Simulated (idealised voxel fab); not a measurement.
Process module, titled voxel wiring stack
Displayed cross-section: cut, width of 205 nm, square cells sized 5 nm.
Square cells in a grid make up a cross-section in this document, and the grid is given as bands, listed from the top down, each one or more rows of cells. It is stipulated that each band's entry specify, in nanometres, the height of the top of the band and then that of its bottom, followed by the materials of the band in left-to-right sequence, each together with its width in nanometres. A single material marked by the word "throughout" is understood to fill the band from edge to edge; the word "blank" is understood to denote empty space. A quick word on heights: they are counted from 0, and under that level the wafer as it came to us is one material throughout. The lowest band is different from the rest in having no bottom; it simply continues downward, written as in "top 0, no bottom". The expression "30 to 40" gives the width at the extremes of the band, the first number at its top row of cells and the second at its bottom row, with the width changing by equal amounts from each row to the next in between. Any step labelled "stayed the same" changed none of the cells in the cross-section. Enclosed voids (no open way to top), threshold 8 cells or more, entry "Unvented cavities", notation width x height at distance, distance from left edge, nm. The remark found on a step's line after its settings is issued by the simulator itself and pertains to that step. Among the settings permitted on a step's line is "overlay nm"; applied to a step with a mask, it specifies the extent to which the mask lay to the right of its planned position, whereas a negative figure signifies a position to the left.
Process steps foreseen in the plan:
1,op RECEIVE | material Si
2,op CONFORMAL_DEP | material SiO2 | thk nm 15
3,op DIRECTIONAL_DEP | material TiN | thk nm 5
4,op DIRECTIONAL_DEP | material W | thk nm 25
5,op PATTERN | tone cover | mask id METAL_1 | material resist | width nm 30 | pitch nm 55 | thk nm 15 | overlay nm 0
6,op DIRECTIONAL_ETCH | etch materials W | depth nm 25
7,op DIRECTIONAL_ETCH | etch materials TiN | depth nm 5
8,op STRIP | etch materials resist
9,op FILL_DEP | material lowk | thk nm 5
10,op CMP | height nm 45
11,op CONFORMAL_DEP | material SiCN | thk nm 5
12,op DIRECTIONAL_DEP | material SiO2 | thk nm 20
13,op DIRECTIONAL_DEP | material aC | thk nm 10
14,op PATTERN | tone open | mask id PLUG_1 | material resist | width nm 15 | pitch nm 110 | thk nm 30 | overlay nm 0
15,op DIRECTIONAL_ETCH | etch materials aC | depth nm 10
16,op STRIP | etch materials resist
17,op DIRECTIONAL_ETCH | etch materials SiO2 | depth nm 20
18,op DIRECTIONAL_ETCH | etch materials SiCN | depth nm 5
19,op STRIP | etch materials aC
20,op CONFORMAL_DEP | material TiN | thk nm 5
21,op FILL_DEP | material W | thk nm 5
22,op CMP | height nm 70
23,op DIRECTIONAL_DEP | material TiN | thk nm 5
24,op DIRECTIONAL_DEP | material W | thk nm 15
25,op PATTERN | tone cover | mask id METAL_2 | material resist | width nm 30 | pitch nm 55 | thk nm 20 | overlay nm 0
26,op DIRECTIONAL_ETCH | etch materials W | depth nm 15
27,op DIRECTIONAL_ETCH | etch materials TiN | depth nm 5
28,op STRIP | etch materials resist
29,op FILL_DEP | material SiO2 | thk nm 10
30,op CMP | height nm 90
31,op CONFORMAL_DEP | material SiCN | thk nm 5
32,op DIRECTIONAL_DEP | material lowk | thk nm 30
33,op PATTERN | tone open | mask id METAL_3_HOLES | material resist | width nm 15 | pitch nm 55 | thk nm 20 | overlay nm 0
34,op DIRECTIONAL_ETCH | etch materials lowk | depth nm 30
35,op STRIP | etch materials resist
36,op MASKED_ETCH | tone open | mask id METAL_3 | width nm 30 | pitch nm 55 | etch materials lowk | depth nm 15 | overlay nm 0
37,op MASKED_ETCH | tone open | mask id METAL_3 | width nm 30 | pitch nm 55 | etch materials SiCN | depth nm 5 | overlay nm 0
38,op CONFORMAL_DEP | material TiN | thk nm 5
39,op FILL_DEP | material Ru | thk nm 10
40,op CMP | height nm 125
41,op CONFORMAL_DEP | material SiN | thk nm 5
Step 1 complete: cross-section of the wafer as received:
* top 0, no bottom: Si throughout
* Unvented cavities: none
First wafer of two, sectioned at end of module; run went per plan:
* top 130, bottom 125: SiN throughout
* top 125, bottom 115: lowk 30 nm, TiN 5 nm, Ru 20 nm, TiN 5 nm, lowk 25 nm, TiN 5 nm, Ru 20 nm, TiN 5 nm, lowk 25 nm, TiN 5 nm, Ru 20 nm, TiN 5 nm, lowk 35 nm
* top 115, bottom 110: lowk 30 nm, TiN 5 nm, Ru 5 nm, TiN 20 nm, lowk 25 nm, TiN 5 nm, Ru 5 nm, TiN 20 nm, lowk 25 nm, TiN 5 nm, Ru 5 nm, TiN 20 nm, lowk 35 nm
* top 110, bottom 95: lowk 30 nm, TiN 5 nm, Ru 5 nm, TiN 5 nm, lowk 40 nm, TiN 5 nm, Ru 5 nm, TiN 5 nm, lowk 40 nm, TiN 5 nm, Ru 5 nm, TiN 5 nm, lowk 50 nm
* top 95, bottom 90: SiCN 30 nm, TiN 15 nm, SiCN 40 nm, TiN 15 nm, SiCN 40 nm, TiN 15 nm, SiCN 50 nm
* top 90, bottom 75: SiO2 30 nm, W 30 nm, SiO2 25 nm, W 30 nm, SiO2 25 nm, W 30 nm, SiO2 35 nm
* top 75, bottom 70: SiO2 30 nm, TiN 30 nm, SiO2 25 nm, TiN 30 nm, SiO2 25 nm, TiN 30 nm, SiO2 35 nm
* top 70, bottom 50: SiO2 30 nm, TiN 5 nm, W 5 nm, TiN 5 nm, SiO2 95 nm, TiN 5 nm, W 5 nm, TiN 5 nm, SiO2 50 nm
* top 50, bottom 45: SiCN 30 nm, TiN 15 nm, SiCN 95 nm, TiN 15 nm, SiCN 50 nm
* top 45, bottom 20: lowk 30 nm, W 30 nm, lowk 25 nm, W 30 nm, lowk 25 nm, W 30 nm, lowk 35 nm
* top 20, bottom 15: lowk 30 nm, TiN 30 nm, lowk 25 nm, TiN 30 nm, lowk 25 nm, TiN 30 nm, lowk 35 nm
* top 15, bottom 0: SiO2 throughout
* top 0, no bottom: Si throughout
* Unvented cavities: none
Cross-sectional image of the second wafer of the two following completion of the module. Starting state and process plan were the same as for the first wafer; one execution error occurred:
* top 130, bottom 125: SiN throughout
* top 125, bottom 115: lowk 30 nm, TiN 5 nm, Ru 20 nm, TiN 5 nm, lowk 25 nm, TiN 5 nm, Ru 20 nm, TiN 5 nm, lowk 25 nm, TiN 5 nm, Ru 20 nm, TiN 5 nm, lowk 35 nm
* top 115, bottom 110: lowk 30 nm, TiN 5 nm, Ru 5 nm, TiN 20 nm, lowk 25 nm, TiN 5 nm, Ru 5 nm, TiN 20 nm, lowk 25 nm, TiN 5 nm, Ru 5 nm, TiN 20 nm, lowk 35 nm
* top 110, bottom 95: lowk 30 nm, TiN 5 nm, Ru 5 nm, TiN 5 nm, lowk 40 nm, TiN 5 nm, Ru 5 nm, TiN 5 nm, lowk 40 nm, TiN 5 nm, Ru 5 nm, TiN 5 nm, lowk 50 nm
* top 95, bottom 90: SiCN 30 nm, TiN 15 nm, SiCN 40 nm, TiN 15 nm, SiCN 40 nm, TiN 15 nm, SiCN 50 nm
* top 90, bottom 75: W 30 nm, SiO2 30 nm, W 25 nm, SiO2 30 nm, W 25 nm, SiO2 30 nm, W 35 nm
* top 75, bottom 70: TiN 30 nm, SiO2 30 nm, TiN 25 nm, SiO2 30 nm, TiN 25 nm, SiO2 30 nm, TiN 35 nm
* top 70, bottom 50: SiO2 30 nm, TiN 5 nm, W 5 nm, TiN 5 nm, SiO2 95 nm, TiN 5 nm, W 5 nm, TiN 5 nm, SiO2 50 nm
* top 50, bottom 45: SiCN 30 nm, TiN 15 nm, SiCN 95 nm, TiN 15 nm, SiCN 50 nm
* top 45, bottom 20: lowk 30 nm, W 30 nm, lowk 25 nm, W 30 nm, lowk 25 nm, W 30 nm, lowk 35 nm
* top 20, bottom 15: lowk 30 nm, TiN 30 nm, lowk 25 nm, TiN 30 nm, lowk 25 nm, TiN 30 nm, lowk 35 nm
* top 15, bottom 0: SiO2 throughout
* top 0, no bottom: Si throughout
* Unvented cavities: none
The plan and the run diverged here: step 25 was not run as planned; what actually ran was op PATTERN | tone open | mask id METAL_2 | material resist | width nm 30 | pitch nm 55 | thk nm 20 | overlay nm 0
In the final state, the cell counts of the second wafer exceed or fall short of those of the first for the following materials: SiO2: 20 fewer, TiN: 5 more, W: 15 more
